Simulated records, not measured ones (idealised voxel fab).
process module | voxel capacitor over wiring
cross-section cut | 210 nm wide | cells 5 nm
A cross-section is a grid of square cells, given in bands from the top down. A band is one or more rows of cells.
Each band's line starts with the height of the band's top and of its bottom, in nm. Then come its materials from left to right, each with its width in nm. One material with "throughout" fills the band from edge to edge. "air" is empty space.
Height 0 is the level under which the wafer as received is all one material. The lowest band goes on downwards, as in "0 down".
A width such as "30 to 40" changes by the same amount from each row of cells to the next, from the band's top row to its bottom row.
"no change" after a step means that no cell of the cross-section changed.
closed voids: empty space of 8 cells or more with no open way to the top, each as width x height at its distance from the left edge, in nm
after a step's settings: what the simulator itself notes on the step
overlay nm, on a step with a mask: how far to the right of its planned place the mask lay; to the left if negative
plan
1 op RECEIVE | material Si
2 op CONFORMAL_DEP | material SiO2 | thk nm 15
3 op CONFORMAL_DEP | material SiN | thk nm 5
4 op DIRECTIONAL_DEP | material lowk | thk nm 15
5 op PATTERN | tone open | mask id METAL_1 | material resist | width nm 20 | pitch nm 75 | thk nm 20 | overlay nm 0
6 op DIRECTIONAL_ETCH | etch materials lowk | depth nm 15
7 op DIRECTIONAL_ETCH | etch materials SiN | depth nm 5
8 op STRIP | etch materials resist
9 op CONFORMAL_DEP | material TiN | thk nm 5
10 op FILL_DEP | material Ru | thk nm 10
11 op CMP | height nm 35
12 op EPI | material Ru | thk nm 5
13 op FILL_DEP | material SiCN | thk nm 5
14 op DIRECTIONAL_DEP | material lowk | thk nm 10
15 op MASKED_ETCH | tone open | mask id PLUG_1 | width nm 15 | etch materials lowk | depth nm 10 | overlay nm 0
16 op MASKED_ETCH | tone open | mask id PLUG_1 | width nm 15 | etch materials SiCN | depth nm 5 | overlay nm 0
17 op EPI | material Ru | thk nm 10
18 op EPI | material Ru | thk nm 5
19 op DIRECTIONAL_DEP | material TiN | thk nm 5
20 op DIRECTIONAL_DEP | material Al2O3 | thk nm 5
21 op DIRECTIONAL_DEP | material TiN | thk nm 5
22 op DIRECTIONAL_DEP | material aC | thk nm 15
23 op PATTERN | tone cover | mask id UPPER_PLATE | material resist | width nm 60 | thk nm 35 | overlay nm 0
24 op DIRECTIONAL_ETCH | etch materials aC | depth nm 15
25 op STRIP | etch materials resist
26 op DIRECTIONAL_ETCH | etch materials TiN | depth nm 5
27 op DIRECTIONAL_ETCH | etch materials Al2O3 | depth nm 5
28 op STRIP | etch materials aC
29 op MASKED_ETCH | tone cover | mask id LOWER_PLATE | width nm 70 | etch materials TiN | depth nm 5 | overlay nm 0
30 op FILL_DEP | material SiO2 | thk nm 20
31 op CMP | height nm 85
32 op PATTERN | tone open | mask id PLUG_2 | material resist | width nm 15 | thk nm 20 | overlay nm 0
33 op DIRECTIONAL_ETCH | etch materials SiO2 | depth nm 15
34 op STRIP | etch materials resist
35 op CONFORMAL_DEP | material TiN | thk nm 5
36 op FILL_DEP | material Cu | thk nm 10
37 op CMP | height nm 85
38 op CONFORMAL_DEP | material SiCN | thk nm 5
as received, after step 1
  0 down: Si throughout
  closed voids: none
first wafer at the end, as planned
  90 to 85: SiCN throughout
  85 to 75: SiO2 70 | TiN 5 | Cu 5 | TiN 5 | SiO2 125
  75 to 65: SiO2 70 to 60 | TiN 15 to 60 | SiO2 125 to 90
  65 to 60: SiO2 60 | Al2O3 60 | SiO2 90
  60 to 55: SiO2 55 | TiN 70 | SiO2 85
  55 to 45: lowk 60 | Ru 15 | lowk 135
  45 to 40: SiCN 60 | Ru 15 | SiCN 135
  40 to 35: SiCN 50 | Ru 30 | SiCN 45 | Ru 30 | SiCN 55
  35 to 20: lowk 55 | TiN 5 | Ru 10 | TiN 5 | lowk 55 | TiN 5 | Ru 10 | TiN 5 | lowk 60
  20 to 15: SiN 55 | TiN 20 | SiN 55 | TiN 20 | SiN 60
  15 to 0: SiO2 throughout
  0 down: Si throughout
  closed voids: none
second wafer at the end: like start, like plan, one mistake
  90 to 85: SiCN throughout
  85 to 80: SiO2 70 | TiN 5 | Cu 5 | TiN 5 | SiO2 125
  80 to 75: SiO2 70 | TiN 15 | SiO2 125
  75 to 70: SiO2 60 | TiN 5 | SiO2 5 | TiN 50 | SiO2 90
  70 to 65: SiO2 60 | Al2O3 5 | TiN 5 | Al2O3 50 | SiO2 90
  65 to 60: Ru 65 | Al2O3 5 | Ru 140
  60 to 55: TiN 60 | Ru 15 | TiN 135
  55 to 50: lowk 60 | TiN 15 | lowk 135
  50 to 45: lowk 60 | Ru 15 | lowk 135
  45 to 40: SiCN 60 | Ru 15 | SiCN 135
  40 to 35: SiCN 50 | Ru 30 | SiCN 45 | Ru 30 | SiCN 55
  35 to 20: lowk 55 | TiN 5 | Ru 10 | TiN 5 | lowk 55 | TiN 5 | Ru 10 | TiN 5 | lowk 60
  20 to 15: SiN 55 | TiN 20 | SiN 55 | TiN 20 | SiN 60
  15 to 0: SiO2 throughout
  0 down: Si throughout
  closed voids: none
what went wrong: steps 18 and 19 were swapped
at the end the second wafer has, in cells: 1 fewer of Cu | 41 more of Ru | 66 fewer of SiO2 | 26 more of TiN
